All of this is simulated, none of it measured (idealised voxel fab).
Module name: voxel fin reveal (process module)
Cross-section cut spans 200 nm and uses square cells 5 nm in size.
Think of the cross-section as a grid of square cells. We describe it in bands, top to bottom, and each band covers one or more rows of those cells. Heights first: top, then bottom, in nm. Then materials, left to right, each with a width in nm. "full width" on a single material: fills the band edge to edge. "air": empty space. Height datum 0, below which the as-received substrate wafer is one material. Lowest band open at the bottom, running downward: "0..down". Quick explanation for "30 to 40": the width changes in equal steps down the rows of cells, from the first number in the band's top row to the second number in its bottom row. Basically "stayed the same" means that step didn't change any cell in the cross-section. Enclosed voids (no open way to top), threshold 8 cells or more, entry "Cavities, sealed", notation width x height at distance, distance from left edge, nm. On a step's line, text after the settings is the simulator commenting on that step. The optional step-line setting "overlay nm" applies to steps with a mask and quantifies how far to the right of its planned location the mask lay, a negative value indicating leftward placement.

Intended process steps:
1. RECEIVE (material Si)
2. CONFORMAL_DEP (material SiN; thk nm 5)
3. MASKED_ETCH (tone cover; mask id FINS; width nm 15; pitch nm 40; etch materials SiN; depth nm 5; overlay nm 0)
4. MASKED_ETCH (tone cover; mask id FINS; width nm 15; pitch nm 40; etch materials Si; depth nm 40; overlay nm 0)
5. OXIDIZE (depth nm 5)
6. FILL_DEP (material SiO2; thk nm 5)
7. CMP (height nm 5)
8. SELECTIVE_ETCH (etch materials SiO2; depth nm 20)
9. STRIP (etch materials SiN)

First out of two wafers; run went to plan:

Cross-section of the wafer upon arrival, representing the state reached after step 1:
0..down | Si full width
Cavities, sealed: none

You're looking at a cross-section of the wafer after step 2:
5..0 | SiN full width
Everything under 0 stays put, no change at all.

You're looking at a cross-section of the wafer after step 3:
5..0 | air 50, then SiN 15, then air 25, then SiN 15, then air 25, then SiN 15, then air 55
Everything under 0 stays put, no change at all.

You're looking at a cross-section of the wafer after step 4:
5..0 | air 50, then SiN 15, then air 25, then SiN 15, then air 25, then SiN 15, then air 55
0..-40 | air 50, then Si 15, then air 25, then Si 15, then air 25, then Si 15, then air 55
Everything under -40 stays put, no change at all.

You're looking at a cross-section of the wafer after step 5:
5..0 | air 50, then SiN 15, then air 25, then SiN 15, then air 25, then SiN 15, then air 55
0..-40 | air 50, then SiO2 5, then Si 5, then SiO2 5, then air 25, then SiO2 5, then Si 5, then SiO2 5, then air 25, then SiO2 5, then Si 5, then SiO2 5, then air 55
-40..-45 | SiO2 55, then Si 5, then SiO2 35, then Si 5, then SiO2 35, then Si 5, then SiO2 60
Everything under -45 stays put, no change at all.

You're looking at a cross-section of the wafer after step 6:
10..5 | SiO2 full width
5..0 | SiO2 50, then SiN 15, then SiO2 25, then SiN 15, then SiO2 25, then SiN 15, then SiO2 55
0..-45 | SiO2 55, then Si 5, then SiO2 35, then Si 5, then SiO2 35, then Si 5, then SiO2 60
Everything under -45 stays put, no change at all.

You're looking at a cross-section of the wafer after step 7:
5..0 | SiO2 50, then SiN 15, then SiO2 25, then SiN 15, then SiO2 25, then SiN 15, then SiO2 55
Everything under 0 stays put, no change at all.

You're looking at a cross-section of the wafer after step 8:
5..0 | air 50, then SiN 15, then air 25, then SiN 15, then air 25, then SiN 15, then air 55
0..-15 | air 55, then Si 5, then air 35, then Si 5, then air 35, then Si 5, then air 60
Everything under -15 stays put, no change at all.

You're looking at a cross-section of the wafer after step 9:
0..-15 | air 55, then Si 5, then air 35, then Si 5, then air 35, then Si 5, then air 60
Everything under -15 stays put, no change at all.

Wafer two. Identical start, identical plan. One mistake in execution. Identical history through step 2:

Cross-sectional view of the second wafer at the intended end time of process step 3:
5..0 | air 50, then SiN 20, then air 20, then SiN 20, then air 20, then SiN 20, then air 50
Everything under 0 stays put, no change at all.

Cross-sectional view of the second wafer at the intended end time of process step 4:
5..0 | air 50, then SiN 20, then air 20, then SiN 20, then air 20, then SiN 20, then air 50
0..-40 | air 50, then Si 20, then air 20, then Si 20, then air 20, then Si 20, then air 50
Everything under -40 stays put, no change at all.

Cross-sectional view of the second wafer at the intended end time of process step 5:
5..0 | air 50, then SiN 20, then air 20, then SiN 20, then air 20, then SiN 20, then air 50
0..-40 | air 50, then SiO2 5, then Si 10, then SiO2 5, then air 20, then SiO2 5, then Si 10, then SiO2 5, then air 20, then SiO2 5, then Si 10, then SiO2 5, then air 50
-40..-45 | SiO2 55, then Si 10, then SiO2 30, then Si 10, then SiO2 30, then Si 10, then SiO2 55
Everything under -45 stays put, no change at all.

Cross-sectional view of the second wafer at the intended end time of process step 6:
10..5 | SiO2 full width
5..0 | SiO2 50, then SiN 20, then SiO2 20, then SiN 20, then SiO2 20, then SiN 20, then SiO2 50
0..-45 | SiO2 55, then Si 10, then SiO2 30, then Si 10, then SiO2 30, then Si 10, then SiO2 55
Everything under -45 stays put, no change at all.

Cross-sectional view of the second wafer at the intended end time of process step 7:
5..0 | SiO2 50, then SiN 20, then SiO2 20, then SiN 20, then SiO2 20, then SiN 20, then SiO2 50
Everything under 0 stays put, no change at all.

Cross-sectional view of the second wafer at the intended end time of process step 8:
5..0 | air 50, then SiN 20, then air 20, then SiN 20, then air 20, then SiN 20, then air 50
0..-15 | air 55, then Si 10, then air 30, then Si 10, then air 30, then Si 10, then air 55
Everything under -15 stays put, no change at all.

Cross-sectional view of the second wafer at the intended end time of process step 9:
0..-15 | air 55, then Si 10, then air 30, then Si 10, then air 30, then Si 10, then air 55
Everything under -15 stays put, no change at all.
Plan not followed: rather than as planned, step 3 actually ran as MASKED_ETCH (tone cover; mask id FINS; width nm 20; pitch nm 40; etch materials SiN; depth nm 5; overlay nm 0)
The closing comparison, in cells, has the second wafer with more or fewer of some materials than the first: Si: 27 more | SiO2: 18 fewer
